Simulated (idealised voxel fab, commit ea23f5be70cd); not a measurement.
The process module presented herein is designated voxel ribs on slabs.
The figure presents cross-section cut, which has a width of 265 nm and is divided into square cells with an edge length of 5 nm.
Heads up, the way a cross-section reads in here is a grid of square cells, handed over as bands from the top down, with every band being one or more rows of cells.
Per band: top height and bottom height in nm, followed by the left-to-right materials and their widths in nm; "throughout" marks a single material spanning edge to edge, "empty" marks empty space.
Note: height 0 marks the level under which the wafer is uniformly one material as received. Lowest band unbounded below, written "0 and below".
Per-row width for "30..40": begins at first number (top row of band), ends at second number (bottom row), increment between rows held constant.
Any step labelled "no change occurred" changed none of the cells in the cross-section.
"Closed internal voids": sealed empty spaces, 8 cells or more, no open way to top, listed width x height at distance, with distance from the left edge and width, height and distance in nm.
Post-settings text on a step line: simulator's own remark regarding the step.
overlay nm, on a step with a mask: how far to the right of its planned place the mask lay; to the left if negative
## Below is the list of planned process steps
| 1 | RECEIVE [material Si] |
| 2 | DIRECTIONAL_DEP [material SiO2] [thk nm 30] |
| 3 | DIRECTIONAL_DEP [material polySi] [thk nm 20] |
| 4 | DIRECTIONAL_DEP [material aC] [thk nm 10] |
| 5 | PATTERN [tone cover] [mask id RIB] [material resist] [width nm 25] [thk nm 25] [overlay nm 0] |
| 6 | DIRECTIONAL_ETCH [etch materials aC] [depth nm 10] |
| 7 | STRIP [etch materials resist] |
| 8 | DIRECTIONAL_ETCH [etch materials polySi] [depth nm 10] |
| 9 | STRIP [etch materials aC] |
| 10 | MASKED_ETCH [tone cover] [mask id SLAB] [width nm 85] [etch materials polySi] [depth nm 10] [overlay nm 0] |
| 11 | FILL_DEP [material SiO2] [thk nm 30] |
| 12 | CMP [height nm 70] |
| 13 | DIRECTIONAL_DEP [material TiN] [thk nm 5] |
| 14 | DIRECTIONAL_DEP [material aC] [thk nm 10] |
| 15 | PATTERN [tone cover] [mask id HEATER] [material resist] [width nm 35] [thk nm 30] [overlay nm 0] |
| 16 | DIRECTIONAL_ETCH [etch materials aC] [depth nm 10] |
| 17 | STRIP [etch materials resist] |
| 18 | DIRECTIONAL_ETCH [etch materials TiN] [depth nm 5] |
| 19 | STRIP [etch materials aC] |
| 20 | CONFORMAL_DEP [material SiN] [thk nm 5] |
## Cross-section of the wafer as it came to us, i.e., already through step 1
- 0 and below: Si throughout
- Closed internal voids: none
## Cross-section: first of two wafers, module finished, run according to plan
- 80 down to 75: 110 of empty, 45 of SiN, 110 of empty
- 75 down to 70: 115 of SiN, 35 of TiN, 115 of SiN
- 70 down to 50: SiO2 throughout
- 50 down to 40: 120 of SiO2, 25 of polySi, 120 of SiO2
- 40 down to 30: 90 of SiO2, 85 of polySi, 90 of SiO2
- 30 down to 0: SiO2 throughout
- 0 and below: Si throughout
- Closed internal voids: none
## Now the second wafer, cross-sectioned at the end of the module. Nothing different at the start, nothing different in the plan compared with the first, just one mistake when it was actually run
- 80 down to 75: 110 of empty, 45 of SiN, 110 of empty
- 75 down to 70: 115 of SiN, 35 of TiN, 115 of SiN
- 70 down to 50: SiO2 throughout
- 50 down to 40: 130 of SiO2, 25 of polySi, 110 of SiO2
- 40 down to 30: 90 of SiO2, 85 of polySi, 90 of SiO2
- 30 down to 0: SiO2 throughout
- 0 and below: Si throughout
- Closed internal voids: none
Where did the run depart from the plan? note that step 5 departed from the planned setting and was carried out as PATTERN [tone cover] [mask id RIB] [material resist] [width nm 25] [thk nm 25] [overlay nm 10]
Final wafers compared: equal cell tally per material, rearranged layout.
